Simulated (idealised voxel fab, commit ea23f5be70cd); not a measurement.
Process module heading - voxel wiring stack
In the cross-section labelled cut, the width is 225 nm and each square cell is 5 nm.
Cross-section spec: square-cell grid; bands listed top down; each band is one or more rows. The entry gives the band's vertical extent as a top height and a bottom height in nm, then its horizontal make-up as materials from left to right, each with a width in nm. "empty" stands for empty space; a single material marked "all across" fills the band edge to edge. Counting heights begins at 0, where everything beneath is, in the wafer as received, one material. The lowest band has no bottom; it goes on downwards, as "from 0 down" shows. Read "30->40" as a graded width: first number on top, second number at the bottom, same change between each pair of neighbouring rows. Key: "no change occurred" - step with no changed cell in the cross-section. "Enclosed void inventory": sealed empty spaces, 8 cells or more, no open way to top, listed width x height at distance, with distance from the left edge and width, height and distance in nm. Anything after a step's settings on that line? It's the simulator's own note about the step. overlay nm, on a step with a mask: how far to the right of its planned place the mask lay; to the left if negative.
-- This section lists the process steps that were planned
step 1: RECEIVE: material Si
step 2: CONFORMAL_DEP: material SiO2, thk nm 15
step 3: DIRECTIONAL_DEP: material TiN, thk nm 5
step 4: DIRECTIONAL_DEP: material Ru, thk nm 20
step 5: MASKED_ETCH: tone cover, mask id METAL_1, width nm 20, pitch nm 40, etch materials Ru, depth nm 20, overlay nm 0
step 6: MASKED_ETCH: tone cover, mask id METAL_1, width nm 20, pitch nm 40, etch materials TiN, depth nm 5, overlay nm 0
step 7: FILL_DEP: material lowk, thk nm 5
step 8: CMP: height nm 40
step 9: CONFORMAL_DEP: material SiCN, thk nm 5
step 10: DIRECTIONAL_DEP: material SiO2, thk nm 20
step 11: DIRECTIONAL_DEP: material aC, thk nm 10
step 12: PATTERN: tone open, mask id PLUG_1, material resist, width nm 15, thk nm 25, overlay nm 0
step 13: DIRECTIONAL_ETCH: etch materials aC, depth nm 10
step 14: STRIP: etch materials resist
step 15: DIRECTIONAL_ETCH: etch materials SiO2, depth nm 20
step 16: DIRECTIONAL_ETCH: etch materials SiCN, depth nm 5
step 17: STRIP: etch materials aC
step 18: CONFORMAL_DEP: material TiN, thk nm 5
step 19: FILL_DEP: material Ru, thk nm 10
step 20: CMP: height nm 65
step 21: CONFORMAL_DEP: material SiN, thk nm 5
step 22: DIRECTIONAL_DEP: material SiO2, thk nm 20
step 23: DIRECTIONAL_DEP: material aC, thk nm 15
step 24: PATTERN: tone open, mask id METAL_2, material resist, width nm 20, pitch nm 40, thk nm 30, overlay nm 0
step 25: DIRECTIONAL_ETCH: etch materials aC, depth nm 15
step 26: STRIP: etch materials resist
step 27: DIRECTIONAL_ETCH: etch materials SiO2, depth nm 20
step 28: DIRECTIONAL_ETCH: etch materials SiN, depth nm 5
step 29: STRIP: etch materials aC
step 30: CONFORMAL_DEP: material TiN, thk nm 5
step 31: FILL_DEP: material Cu, thk nm 5
step 32: CMP: height nm 90
step 33: EPI: material Ru, thk nm 5
step 34: FILL_DEP: material SiCN, thk nm 5
step 35: DIRECTIONAL_DEP: material SiO2, thk nm 30
step 36: MASKED_ETCH: tone open, mask id METAL_3_HOLES, width nm 15, etch materials SiO2, depth nm 30, overlay nm 0
step 37: MASKED_ETCH: tone open, mask id METAL_3, width nm 20, pitch nm 40, etch materials SiO2, depth nm 15, overlay nm 0
step 38: MASKED_ETCH: tone open, mask id METAL_3, width nm 20, pitch nm 40, etch materials SiCN, depth nm 5, overlay nm 0
step 39: CONFORMAL_DEP: material TiN, thk nm 5
step 40: FILL_DEP: material Cu, thk nm 10
step 41: CMP: height nm 130
step 42: CONFORMAL_DEP: material SiN, thk nm 5
-- Cross-section, incoming material, after step 1
* from 0 down: Si all across
* Enclosed void inventory: none
-- Wafer cross-section at module end: first of two, run to plan
* from 135 to 130: SiN all across
* from 130 to 120: 80 of SiO2  5 of TiN  10 of Cu  5 of TiN  20 of SiO2  5 of TiN  10 of Cu  5 of TiN  85 of SiO2
* from 120 to 115: 80 of SiO2  5 of TiN  5 of Cu  10 of TiN  20 of SiO2  20 of TiN  85 of SiO2
* from 115 to 100: 80 of SiO2  5 of TiN  5 of Cu  5 of TiN  130 of SiO2
* from 100 to 95: 80 of SiCN  15 of TiN  130 of SiCN
* from 95 to 90: 75 of SiCN  30 of Ru  10 of SiCN  30 of Ru  80 of SiCN
* from 90 to 70: 80 of SiO2  5 of TiN  10 of Cu  5 of TiN  20 of SiO2  5 of TiN  10 of Cu  5 of TiN  85 of SiO2
* from 70 to 65: 80 of SiN  20 of TiN  20 of SiN  20 of TiN  85 of SiN
* from 65 to 45: 80 of SiO2  5 of TiN  5 of Ru  5 of TiN  130 of SiO2
* from 45 to 40: 80 of SiCN  15 of TiN  130 of SiCN
* from 40 to 20: 80 of lowk  20 of Ru  20 of lowk  20 of Ru  85 of lowk
* from 20 to 15: 80 of lowk  20 of TiN  20 of lowk  20 of TiN  85 of lowk
* from 15 to 0: SiO2 all across
* from 0 down: Si all across
* Enclosed void inventory: none
-- End-of-module cross-section of the second wafer: identical starting point and process plan to the first, with one processing mistake
* from 135 to 130: SiN all across
* from 130 to 120: 80 of SiO2  5 of TiN  10 of Cu  5 of TiN  25 of SiO2  5 of TiN  5 of Cu  5 of TiN  85 of SiO2
* from 120 to 115: 80 of SiO2  5 of TiN  5 of Cu  10 of TiN  25 of SiO2  15 of TiN  85 of SiO2
* from 115 to 100: 80 of SiO2  5 of TiN  5 of Cu  5 of TiN  130 of SiO2
* from 100 to 95: 80 of SiCN  15 of TiN  130 of SiCN
* from 95 to 90: 75 of SiCN  30 of Ru  10 of SiCN  30 of Ru  80 of SiCN
* from 90 to 70: 80 of SiO2  5 of TiN  10 of Cu  5 of TiN  20 of SiO2  5 of TiN  10 of Cu  5 of TiN  85 of SiO2
* from 70 to 65: 80 of SiN  20 of TiN  20 of SiN  20 of TiN  85 of SiN
* from 65 to 45: 80 of SiO2  5 of TiN  5 of Ru  5 of TiN  130 of SiO2
* from 45 to 40: 80 of SiCN  15 of TiN  130 of SiCN
* from 40 to 20: 80 of lowk  20 of Ru  20 of lowk  20 of Ru  85 of lowk
* from 20 to 15: 80 of lowk  20 of TiN  20 of lowk  20 of TiN  85 of lowk
* from 15 to 0: SiO2 all across
* from 0 down: Si all across
* Enclosed void inventory: none
Deviation noted in wafer processing: step 37: run off-plan, actual operation and settings MASKED_ETCH: tone open, mask id METAL_3, width nm 15, pitch nm 40, etch materials SiO2, depth nm 15, overlay nm 0
Wafer comparison, final, in cells, second relative to first, materials more or fewer: Cu: 2 fewer; SiO2: 3 more; TiN: 1 fewer
